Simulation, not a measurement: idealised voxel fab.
process module | voxel transistor to metal
cross-section cut | 175 nm wide | cells 5 nm
A cross-section is a grid of square cells, given in bands from the top down. A band is one or more rows of cells.
Each band's line starts with the height of the band's top and of its bottom, in nm. Then come its materials from left to right, each with its width in nm. One material with "throughout" fills the band from edge to edge. "air" is empty space.
Height 0 is the level under which the wafer as received is all one material. The lowest band goes on downwards, as in "0 down".
A width such as "30 to 40" changes by the same amount from each row of cells to the next, from the band's top row to its bottom row.
"no change" after a step means that no cell of the cross-section changed.
closed voids: empty space of 8 cells or more with no open way to the top, each as width x height at its distance from the left edge, in nm
after a step's settings: what the simulator itself notes on the step
overlay nm, on a step with a mask: how far to the right of its planned place the mask lay; to the left if negative
plan
1 op RECEIVE | material Si
2 op CONFORMAL_DEP | material SiO2 | thk nm 5
3 op CONFORMAL_DEP | material SiN | thk nm 10
4 op DIRECTIONAL_DEP | material aC | thk nm 15
5 op PATTERN | tone cover | mask id ACTIVE | material resist | width nm 115 | thk nm 35 | overlay nm 0
6 op DIRECTIONAL_ETCH | etch materials aC | depth nm 15
7 op STRIP | etch materials resist
8 op DIRECTIONAL_ETCH | etch materials SiN | depth nm 10
9 op DIRECTIONAL_ETCH | etch materials SiO2 | depth nm 5
10 op DIRECTIONAL_ETCH | etch materials Si | depth nm 35
11 op STRIP | etch materials aC
12 op OXIDIZE | depth nm 5
13 op FILL_DEP | material SiO2 | thk nm 10
14 op CMP | height nm 15
15 op SELECTIVE_ETCH | etch materials SiO2 | depth nm 5
16 op STRIP | etch materials SiN
17 op SELECTIVE_ETCH | etch materials SiO2 | depth nm 5
18 op OXIDIZE | depth nm 5
19 op DIRECTIONAL_DEP | material polySi | thk nm 30
20 op DIRECTIONAL_DEP | material SiCN | thk nm 10
21 op DIRECTIONAL_DEP | material aC | thk nm 15
22 op PATTERN | tone cover | mask id GATE | material resist | width nm 25 | thk nm 30 | overlay nm 0
23 op DIRECTIONAL_ETCH | etch materials aC | depth nm 15
24 op STRIP | etch materials resist
25 op DIRECTIONAL_ETCH | etch materials SiCN | depth nm 20
26 op DIRECTIONAL_ETCH | etch materials polySi | depth nm 40
27 op STRIP | etch materials aC
28 op CONFORMAL_DEP | material SiN | thk nm 10
29 op DIRECTIONAL_ETCH | etch materials SiN | depth nm 10
30 op DIRECTIONAL_ETCH | etch materials SiO2 | depth nm 5
31 op DIRECTIONAL_ETCH | etch materials Si | depth nm 5
32 op EPI | material pSi | thk nm 5
33 op FILL_DEP | material SiO2 | thk nm 5
34 op CMP | height nm 30
35 op STRIP | etch materials polySi
36 op SELECTIVE_ETCH | etch materials SiO2 | depth nm 5
37 op CONFORMAL_DEP | material HfO2 | thk nm 5
38 op CONFORMAL_DEP | material TiN | thk nm 5
39 op FILL_DEP | material W | thk nm 10
40 op CMP | height nm 25
41 op DIRECTIONAL_DEP | material SiO2 | thk nm 15
42 op DIRECTIONAL_DEP | material aC | thk nm 15
43 op PATTERN | tone open | mask id CONTACT | material resist | width nm 15 | pitch nm 80 | thk nm 35 | overlay nm 0
44 op DIRECTIONAL_ETCH | etch materials aC | depth nm 15
45 op STRIP | etch materials resist
46 op DIRECTIONAL_ETCH | etch materials SiO2 | depth nm 45
47 op STRIP | etch materials aC
48 op CONFORMAL_DEP | material TiN | thk nm 5
49 op FILL_DEP | material Ru | thk nm 10
50 op CMP | height nm 40
51 op DIRECTIONAL_DEP | material TiN | thk nm 5
52 op DIRECTIONAL_DEP | material W | thk nm 15
53 op MASKED_ETCH | tone cover | mask id METAL_1 | width nm 15 | pitch nm 80 | etch materials W | depth nm 15 | overlay nm 0
54 op MASKED_ETCH | tone cover | mask id METAL_1 | width nm 15 | pitch nm 80 | etch materials TiN | depth nm 5 | overlay nm 0
55 op CONFORMAL_DEP | material SiN | thk nm 5
56 op FILL_DEP | material SiO2 | thk nm 10
57 op CMP | height nm 60
58 op CONFORMAL_DEP | material SiCN | thk nm 5
as received, after step 1
  0 down: Si throughout
  closed voids: none
a wafer at the end: this start, this plan, one mistake
  65 to 60: SiCN throughout
  60 to 45: SiO2 35 | SiN 5 | W 15 | SiN 5 | SiO2 55 | SiN 5 | W 15 | SiN 5 | SiO2 35
  45 to 40: SiN 40 | TiN 15 | SiN 65 | TiN 15 | SiN 40
  40 to 25: SiO2 40 | TiN 5 | Ru 5 | TiN 5 | SiO2 65 | TiN 5 | Ru 5 | TiN 5 | SiO2 40
  25 to 5: SiO2 40 | TiN 5 | Ru 5 | TiN 5 | SiO2 10 | SiN 10 | HfO2 25 | SiN 10 | SiO2 10 | TiN 5 | Ru 5 | TiN 5 | SiO2 40
  5 to 0: SiO2 25 | SiN 10 | SiO2 5 | TiN 5 | Ru 5 | TiN 5 | SiO2 10 | SiN 10 | HfO2 25 | SiN 10 | SiO2 10 | TiN 5 | Ru 5 | TiN 5 | SiO2 5 | SiN 10 | SiO2 25
  0 to -5: SiO2 40 | TiN 15 | SiO2 5 | pSi 5 | SiO2 5 | HfO2 35 | SiO2 5 | pSi 5 | SiO2 5 | TiN 15 | SiO2 40
  -5 to -10: SiO2 35 | pSi 30 | Si 45 | pSi 30 | SiO2 35
  -10 to -40: SiO2 35 | Si 105 | SiO2 35
  -40 down: Si throughout
  closed voids: none
what went wrong: step 37 ran as: op CONFORMAL_DEP | material HfO2 | thk nm 15
